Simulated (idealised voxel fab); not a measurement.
process module | voxel wiring stack
cross-section cut | 245 nm wide | cells 5 nm
A cross-section is a grid of square cells, given in bands from the top down. A band is one or more rows of cells.
Each band's line starts with the height of the band's top and of its bottom, in nm. Then come its materials from left to right, each with its width in nm. One material with "throughout" fills the band from edge to edge. "air" is empty space.
Height 0 is the level under which the wafer as received is all one material. The lowest band goes on downwards, as in "0 down".
A width such as "30 to 40" changes by the same amount from each row of cells to the next, from the band's top row to its bottom row.
"no change" after a step means that no cell of the cross-section changed.
closed voids: empty space of 8 cells or more with no open way to the top, each as width x height at its distance from the left edge, in nm
after a step's settings: what the simulator itself notes on the step
overlay nm, on a step with a mask: how far to the right of its planned place the mask lay; to the left if negative
plan
1 op RECEIVE | material Si
2 op CONFORMAL_DEP | material SiO2 | thk nm 10
3 op CONFORMAL_DEP | material SiN | thk nm 5
4 op DIRECTIONAL_DEP | material lowk | thk nm 20
5 op PATTERN | tone open | mask id METAL_1 | material resist | width nm 30 | pitch nm 45 | thk nm 15 | overlay nm 0
6 op DIRECTIONAL_ETCH | etch materials lowk | depth nm 20
7 op DIRECTIONAL_ETCH | etch materials SiN | depth nm 5
8 op STRIP | etch materials resist
9 op CONFORMAL_DEP | material TiN | thk nm 5
10 op FILL_DEP | material Ru | thk nm 5
11 op CMP | height nm 35
12 op EPI | material Ru | thk nm 5
13 op FILL_DEP | material SiCN | thk nm 5
14 op DIRECTIONAL_DEP | material lowk | thk nm 35
15 op DIRECTIONAL_DEP | material aC | thk nm 10
16 op PATTERN | tone open | mask id METAL_2 | material resist | width nm 20 | pitch nm 45 | thk nm 25 | overlay nm 0
17 op DIRECTIONAL_ETCH | etch materials aC | depth nm 10
18 op STRIP | etch materials resist
19 op DIRECTIONAL_ETCH | etch materials lowk | depth nm 20
20 op STRIP | etch materials aC
21 op DIRECTIONAL_DEP | material aC | thk nm 10
22 op PATTERN | tone open | mask id METAL_2_HOLES | material resist | width nm 15 | thk nm 30 | overlay nm 0
23 op DIRECTIONAL_ETCH | etch materials aC | depth nm 10
24 op STRIP | etch materials resist
25 op DIRECTIONAL_ETCH | etch materials lowk | depth nm 15
26 op DIRECTIONAL_ETCH | etch materials SiCN | depth nm 5
27 op STRIP | etch materials aC
28 op CONFORMAL_DEP | material TiN | thk nm 5
29 op FILL_DEP | material Cu | thk nm 5
30 op CMP | height nm 80
31 op CONFORMAL_DEP | material SiCN | thk nm 5
varied across the wafers: width nm of step 16. The plan shows the first wafer's value. All wafers start alike
first wafer as received, after step 1
  0 down: Si throughout
  closed voids: none
each wafer at the end: cells of each material gained (+) or lost (-) since it was received, then its closed voids
width nm 20 | +14 Cu | +48 Ru | +129 SiCN | +37 SiN | +98 SiO2 | +57 TiN | +450 lowk | closed voids: none
width nm 25 | +20 Cu | +48 Ru | +129 SiCN | +37 SiN | +98 SiO2 | +59 TiN | +442 lowk | closed voids: none
width nm 30 | +28 Cu | +48 Ru | +128 SiCN | +37 SiN | +98 SiO2 | +60 TiN | +434 lowk | closed voids: none
